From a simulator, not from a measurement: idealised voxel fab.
Process module under the name voxel quadruple lines
Pictured: cross-section cut, 235 nm wide, on a grid of 5 nm square cells.
A cross-section in this document is a grid of square cells, and it is written down as bands, the top band listed before the ones below it; a band is made up of one or more rows of cells.
In this notation a band is specified by the heights of its top and bottom, in that order and in nm, after which its materials appear from left to right, each paired with its width in nm. The word "everywhere" attached to a single material means that material fills the band from edge to edge; the word "air" stands for empty space.
Heights are measured from 0, the level below which the as-received wafer is all one material; the lowest band has no bottom and continues downward, written as in "z 0 and below".
So if you see something like "30..40" for the width, read it as the top row of the band sitting at the first number and the bottom row at the second, with every row in between moving by the same amount as the last.
"remains unaltered" (step): cross-section cells unchanged, all of them.
The list in "Closed void listing" covers empty spaces of 8 cells or more that cannot reach the top through any open way, and it gives each as width x height at distance; the distance is from the left edge, and width, height and distance are in nm.
Post-settings text on a step line: simulator's own remark regarding the step.
Regarding "overlay nm": on a step with a mask, it is the distance the mask lay to the right of its planned place; a negative value places it to the left.

So here's the lineup of process steps we planned:
1 RECEIVE [material Si]
2 CONFORMAL_DEP [material SiO2] [thk nm 5]
3 DIRECTIONAL_DEP [material Ru] [thk nm 15]
4 DIRECTIONAL_DEP [material polySi] [thk nm 15]
5 DIRECTIONAL_DEP [material aC] [thk nm 25]
6 PATTERN [tone cover] [mask id MANDREL] [material resist] [width nm 15] [pitch nm 80] [thk nm 35] [overlay nm 0]
7 DIRECTIONAL_ETCH [etch materials aC] [depth nm 25]
8 STRIP [etch materials resist]
9 CONFORMAL_DEP [material SiO2] [thk nm 15]
10 DIRECTIONAL_ETCH [etch materials SiO2] [depth nm 15]
11 STRIP [etch materials aC]
12 DIRECTIONAL_ETCH [etch materials polySi] [depth nm 15]
13 STRIP [etch materials SiO2]
14 CONFORMAL_DEP [material SiCN] [thk nm 5]
15 DIRECTIONAL_ETCH [etch materials SiCN] [depth nm 5]
16 STRIP [etch materials polySi]
17 DIRECTIONAL_ETCH [etch materials Ru] [depth nm 15]
18 STRIP [etch materials SiCN]
varied across the wafers: width nm of step 6. The plan shows the first wafer's value. All wafers start alike

Sectional view: first of several wafers, as received, after step 1:
* z 0 and below | Si everywhere
* Closed void listing: none

Heads up, this table goes wafer by wafer. A row tells you, at the end of the module, how many cells of each material that wafer has put on (+) or dropped (-) since it was received, and then its closed voids:
width nm 15; +24 Ru; +47 SiO2; Closed void listing: none
width nm 20; +24 Ru; +47 SiO2; Closed void listing: none
width nm 25; +24 Ru; +47 SiO2; Closed void listing: none
width nm 30; +24 Ru; +47 SiO2; Closed void listing: none
width nm 35; +24 Ru; +47 SiO2; Closed void listing: none
width nm 40; +24 Ru; +47 SiO2; Closed void listing: none
